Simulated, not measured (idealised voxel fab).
Process module in this document: voxel transistor to metal
Shown is cross-section cut, with a width of 295 nm and square cells of size 5 nm.
The cross-sections in this document take the form of a grid made of square cells. They are written out as bands, in order from top to bottom. Each band consists of one or more rows of cells. For a band, the entry starts with two heights in nm, that of the top and then that of the bottom, and carries on with the band's materials in order from left to right, each alongside its width in nm; the word "everywhere" beside a single material means it fills the band edge to edge, and "blank" means empty space. Height reference: 0 = level under which incoming wafer is all one material. Lowest band: no bottom, runs on downward, e.g. "0 down". The width entry "30->40" should be interpreted row by row: the top row of cells in the band takes the first number, the bottom row takes the second number, and the change between adjacent rows is uniform throughout. The cross-section has no changed cell in any step marked "all unchanged". Enclosed voids (no open way to top), threshold 8 cells or more, entry "Listed closed voids", notation width x height at distance, distance from left edge, nm. It should be noted that, on the line of a given step, the content following the step's settings is a remark produced by the simulator itself with respect to that step. When a step includes a mask, the "overlay nm" setting on its line states how far to the right of its planned place that mask lay, and negative values state how far to the left.

PROCESS STEPS FORESEEN IN THE PLAN
1) RECEIVE with material Si
2) CONFORMAL_DEP with material SiO2, thk nm 5
3) CONFORMAL_DEP with material SiN, thk nm 15
4) PATTERN with tone cover, mask id ACTIVE, material resist, width nm 105, pitch nm 130, thk nm 20, overlay nm 0
5) DIRECTIONAL_ETCH with etch materials SiN, depth nm 15
6) DIRECTIONAL_ETCH with etch materials SiO2, depth nm 5
7) DIRECTIONAL_ETCH with etch materials Si, depth nm 30
8) STRIP with etch materials resist
9) OXIDIZE with depth nm 5
10) FILL_DEP with material SiO2, thk nm 15
11) CMP with height nm 20
12) SELECTIVE_ETCH with etch materials SiO2, depth nm 15
13) STRIP with etch materials SiN
14) SELECTIVE_ETCH with etch materials SiO2, depth nm 5
15) OXIDIZE with depth nm 5
16) DIRECTIONAL_DEP with material polySi, thk nm 25
17) DIRECTIONAL_DEP with material SiCN, thk nm 15
18) DIRECTIONAL_DEP with material aC, thk nm 10
19) PATTERN with tone cover, mask id GATE, material resist, width nm 25, pitch nm 130, thk nm 25, overlay nm 0
20) DIRECTIONAL_ETCH with etch materials aC, depth nm 10
21) STRIP with etch materials resist
22) DIRECTIONAL_ETCH with etch materials SiCN, depth nm 25
23) DIRECTIONAL_ETCH with etch materials polySi, depth nm 35
24) STRIP with etch materials aC
25) CONFORMAL_DEP with material SiN, thk nm 5
26) DIRECTIONAL_ETCH with etch materials SiN, depth nm 5
27) DIRECTIONAL_ETCH with etch materials SiO2, depth nm 5
28) DIRECTIONAL_ETCH with etch materials Si, depth nm 10
29) EPI with material nSi, thk nm 15
30) FILL_DEP with material SiO2, thk nm 5
31) CMP with height nm 40
32) DIRECTIONAL_DEP with material SiO2, thk nm 10
33) PATTERN with tone open, mask id CONTACT, material resist, width nm 30, pitch nm 65, thk nm 15, overlay nm 0
34) DIRECTIONAL_ETCH with etch materials SiO2, depth nm 50
35) STRIP with etch materials resist
36) CONFORMAL_DEP with material TiN, thk nm 5
37) FILL_DEP with material W, thk nm 5
38) CMP with height nm 50
39) DIRECTIONAL_DEP with material TiN, thk nm 5
40) DIRECTIONAL_DEP with material Ru, thk nm 15
41) MASKED_ETCH with tone cover, mask id METAL_1, width nm 15, etch materials Ru, depth nm 15, overlay nm 0
42) MASKED_ETCH with tone cover, mask id METAL_1, width nm 15, etch materials TiN, depth nm 5, overlay nm 0
43) CONFORMAL_DEP with material SiN, thk nm 5
44) FILL_DEP with material SiO2, thk nm 5
45) CMP with height nm 70
46) CONFORMAL_DEP with material SiCN, thk nm 5
47) DIRECTIONAL_DEP with material SiO2, thk nm 25
48) DIRECTIONAL_DEP with material aC, thk nm 10
49) PATTERN with tone open, mask id METAL_2, material resist, width nm 15, pitch nm 130, thk nm 30, overlay nm 0
50) DIRECTIONAL_ETCH with etch materials aC, depth nm 10
51) STRIP with etch materials resist
52) DIRECTIONAL_ETCH with etch materials SiO2, depth nm 15
53) STRIP with etch materials aC
54) MASKED_ETCH with tone open, mask id METAL_2_HOLES, width nm 15, pitch nm 130, etch materials SiO2, depth nm 10, overlay nm 0
55) MASKED_ETCH with tone open, mask id METAL_2_HOLES, width nm 15, pitch nm 130, etch materials SiCN, depth nm 5, overlay nm 0
56) CONFORMAL_DEP with material TiN, thk nm 5
57) FILL_DEP with material Ru, thk nm 10
58) CMP with height nm 90
59) CONFORMAL_DEP with material SiN, thk nm 5
Where the wafers of this document differ is in the height nm of step 58; they start out the same, and the plan states the value that applied to the first wafer.

CROSS-SECTION: THE FIRST OF SEVERAL WAFERS IN ITS AS-RECEIVED STATE, I.E. FOLLOWING STEP 1
  0 down: Si everywhere
  Listed closed voids: none

BASICALLY EACH WAFER GETS A LINE IN THE TABLE, SHOWING IT AT THE END OF THE MODULE: MATERIAL BY MATERIAL, THE CELLS IT GAINED (+) OR LOST (-) SINCE WE GOT IT, THEN ITS CLOSED VOIDS
height nm 90; +42 Ru; -233 Si; +83 SiCN; +162 SiN; +671 SiO2; +126 TiN; +120 W; +100 nSi; +50 polySi; Listed closed voids: none
height nm 95; +44 Ru; -233 Si; +83 SiCN; +162 SiN; +724 SiO2; +130 TiN; +120 W; +100 nSi; +50 polySi; Listed closed voids: none
height nm 100; +46 Ru; -233 Si; +83 SiCN; +162 SiN; +777 SiO2; +134 TiN; +120 W; +100 nSi; +50 polySi; Listed closed voids: none
height nm 105; +48 Ru; -233 Si; +83 SiCN; +162 SiN; +777 SiO2; +191 TiN; +120 W; +100 nSi; +50 polySi; Listed closed voids: none
height nm 110; +107 Ru; -233 Si; +83 SiCN; +162 SiN; +777 SiO2; +191 TiN; +120 W; +100 nSi; +50 polySi; Listed closed voids: none
height nm 115; +166 Ru; -233 Si; +83 SiCN; +162 SiN; +777 SiO2; +191 TiN; +120 W; +100 nSi; +50 polySi; Listed closed voids: none
